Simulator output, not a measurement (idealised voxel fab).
This is a process module. Its name is voxel wiring stack.
Xsec cut, 240 nm wide, square cell size 5 nm.
The cross-sections in this document take the form of a grid made of square cells. They are written out as bands, in order from top to bottom. Each band consists of one or more rows of cells. It is stipulated that each band's entry specify, in nanometres, the height of the top of the band and then that of its bottom, followed by the materials of the band in left-to-right sequence, each together with its width in nanometres. A single material marked by the word "everywhere" is understood to fill the band from edge to edge; the word "air" is understood to denote empty space. Heads up on the height convention: 0 is the point under which the incoming wafer is all one material, and the lowest band has no bottom, it just keeps going down, like "top 0, no bottom". Quick explanation for "30..40": the width changes in equal steps down the rows of cells, from the first number in the band's top row to the second number in its bottom row. Key: "nothing was modified" - step with no changed cell in the cross-section. Under "Sealed internal cavities" you'll find the enclosed gaps, the ones with no way out to the top, that are 8 cells or bigger; each reads width x height at distance, with distance counted from the left edge, everything in nm. The remark found on a step's line after its settings is issued by the simulator itself and pertains to that step. "overlay nm" on a masked step: distance the mask lay right of its planned place, negative for left.

THIS SECTION LISTS THE PROCESS STEPS THAT WERE PLANNED
1: RECEIVE | material Si
2: CONFORMAL_DEP | material SiO2 | thk nm 15
3: DIRECTIONAL_DEP | material TiN | thk nm 5
4: DIRECTIONAL_DEP | material Ru | thk nm 25
5: PATTERN | tone cover | mask id METAL_1 | material resist | width nm 25 | pitch nm 45 | thk nm 20 | overlay nm 0
6: DIRECTIONAL_ETCH | etch materials Ru | depth nm 25
7: DIRECTIONAL_ETCH | etch materials TiN | depth nm 5
8: STRIP | etch materials resist
9: FILL_DEP | material lowk | thk nm 10
10: CMP | height nm 45
11: CONFORMAL_DEP | material SiCN | thk nm 5
12: DIRECTIONAL_DEP | material lowk | thk nm 25
13: DIRECTIONAL_DEP | material aC | thk nm 10
14: PATTERN | tone open | mask id METAL_2_HOLES | material resist | width nm 15 | pitch nm 45 | thk nm 25 | overlay nm 0
15: DIRECTIONAL_ETCH | etch materials aC | depth nm 10
16: STRIP | etch materials resist
17: DIRECTIONAL_ETCH | etch materials lowk | depth nm 25
18: STRIP | etch materials aC
19: MASKED_ETCH | tone open | mask id METAL_2 | width nm 25 | pitch nm 45 | etch materials lowk | depth nm 15 | overlay nm 0
20: MASKED_ETCH | tone open | mask id METAL_2 | width nm 25 | pitch nm 45 | etch materials SiCN | depth nm 5 | overlay nm 0
21: CONFORMAL_DEP | material TiN | thk nm 5
22: FILL_DEP | material Cu | thk nm 10
23: CMP | height nm 75
24: CONFORMAL_DEP | material SiCN | thk nm 5

INCOMING WAFER IN CROSS-SECTION (STATE: AFTER STEP 1)
    top 0, no bottom = Si everywhere
    Sealed internal cavities: none

BELOW IS THE WAFER IN CROSS-SECTION AFTER THE MODULE WAS COMPLETED. IT BEGAN FROM THE STARTING POINT SHOWN ABOVE AND FOLLOWED THE PLAN SHOWN ABOVE, EXCEPT THAT ONE MISTAKE WAS MADE WHILE RUNNING IT
    top 80, bottom 75 = SiCN everywhere
    top 75, bottom 65 = 40 nm lowk / 5 nm TiN / 15 nm Cu / 5 nm TiN / 20 nm lowk / 5 nm TiN / 15 nm Cu / 5 nm TiN / 20 nm lowk / 5 nm TiN / 15 nm Cu / 5 nm TiN / 20 nm lowk / 5 nm TiN / 15 nm Cu / 5 nm TiN / 40 nm lowk
    top 65, bottom 60 = 40 nm lowk / 5 nm TiN / 5 nm Cu / 15 nm TiN / 20 nm lowk / 5 nm TiN / 5 nm Cu / 15 nm TiN / 20 nm lowk / 5 nm TiN / 5 nm Cu / 15 nm TiN / 20 nm lowk / 5 nm TiN / 5 nm Cu / 15 nm TiN / 40 nm lowk
    top 60, bottom 50 = 40 nm lowk / 5 nm TiN / 5 nm Cu / 5 nm TiN / 30 nm lowk / 5 nm TiN / 5 nm Cu / 5 nm TiN / 30 nm lowk / 5 nm TiN / 5 nm Cu / 5 nm TiN / 30 nm lowk / 5 nm TiN / 5 nm Cu / 5 nm TiN / 50 nm lowk
    top 50, bottom 45 = 40 nm SiCN / 15 nm TiN / 30 nm SiCN / 15 nm TiN / 30 nm SiCN / 15 nm TiN / 30 nm SiCN / 15 nm TiN / 50 nm SiCN
    top 45, bottom 35 = 40 nm lowk / 25 nm Ru / 20 nm lowk / 25 nm Ru / 20 nm lowk / 25 nm Ru / 20 nm lowk / 25 nm Ru / 40 nm lowk
    top 35, bottom 30 = 40 nm lowk / 25 nm TiN / 20 nm lowk / 25 nm TiN / 20 nm lowk / 25 nm TiN / 20 nm lowk / 25 nm TiN / 40 nm lowk
    top 30, bottom 0 = SiO2 everywhere
    top 0, no bottom = Si everywhere
    Sealed internal cavities: none
Deviation from plan: twice over, step 2 of the plan was run
